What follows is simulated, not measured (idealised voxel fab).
This is a process module. Its name is voxel lift off.
Xsec cut, 230 nm wide, square cell size 5 nm.
Cross-section layout: square cells on a grid; listed as bands, top to bottom; a band spans one or more cell rows. Top, bottom (nm), then materials left to right with widths (nm); lone material tagged "edge to edge" fills the whole band edge to edge; "air" = empty space. Counting heights begins at 0, where everything beneath is, in the wafer as received, one material. The lowest band has no bottom; it goes on downwards, as "0 nm and below" shows. Width: "30 to 40" (first number = top row, second number = bottom row, same change from row to row of cells). When a step is marked "no change occurred", none of the cells in the cross-section changed during that step. Closed empty spaces (no open way to the top) of 8 cells or more are what "Unvented cavities" lists, each as width x height at distance from the left edge, nm for all three. It should be noted that, on the line of a given step, the content following the step's settings is a remark produced by the simulator itself with respect to that step. Among the settings permitted on a step's line is "overlay nm"; applied to a step with a mask, it specifies the extent to which the mask lay to the right of its planned position, whereas a negative figure signifies a position to the left.

## plan
1 RECEIVE,material Si
2 CONFORMAL_DEP,material SiN,thk nm 5
3 PATTERN,tone open,mask id LINES,material resist,width nm 30,pitch nm 55,thk nm 15,overlay nm 0
4 DIRECTIONAL_DEP,material Ru,thk nm 5
5 STRIP,etch materials resist
6 CONFORMAL_DEP,material SiO2,thk nm 10

## Cross-sectional view of the wafer in its as-received condition, corresponding to the state after step 1
* 0 nm and below  Si edge to edge
* Unvented cavities: none

## Post-module cross-section of the first of two wafers (run per plan)
* 20 nm to 15 nm  air 35 nm; SiO2 50 nm; air 5 nm; SiO2 50 nm; air 5 nm; SiO2 50 nm; air 35 nm
* 15 nm to 10 nm  SiO2 edge to edge
* 10 nm to 5 nm  SiO2 45 nm; Ru 30 nm; SiO2 25 nm; Ru 30 nm; SiO2 25 nm; Ru 30 nm; SiO2 45 nm
* 5 nm to 0 nm  SiN edge to edge
* 0 nm and below  Si edge to edge
* Unvented cavities: none

## The second wafer, shown in cross-section after the module: started the same way as the first and given the same plan, yet one mistake crept into how it was run
* 20 nm to 15 nm  SiO2 55 nm; air 10 nm; SiO2 45 nm; air 10 nm; SiO2 45 nm; air 10 nm; SiO2 55 nm
* 15 nm to 10 nm  SiO2 edge to edge
* 10 nm to 5 nm  Ru 45 nm; SiO2 30 nm; Ru 25 nm; SiO2 30 nm; Ru 25 nm; SiO2 30 nm; Ru 45 nm
* 5 nm to 0 nm  SiN edge to edge
* 0 nm and below  Si edge to edge
* Unvented cavities: none
Diagnosis: step 3 ran with different settings than intended, the actual operation and settings being PATTERN,tone cover,mask id LINES,material resist,width nm 30,pitch nm 55,thk nm 15,overlay nm 0
Once processing is complete, comparing cell counts shows that the second wafer has more or fewer of certain materials than the first: +10 Ru
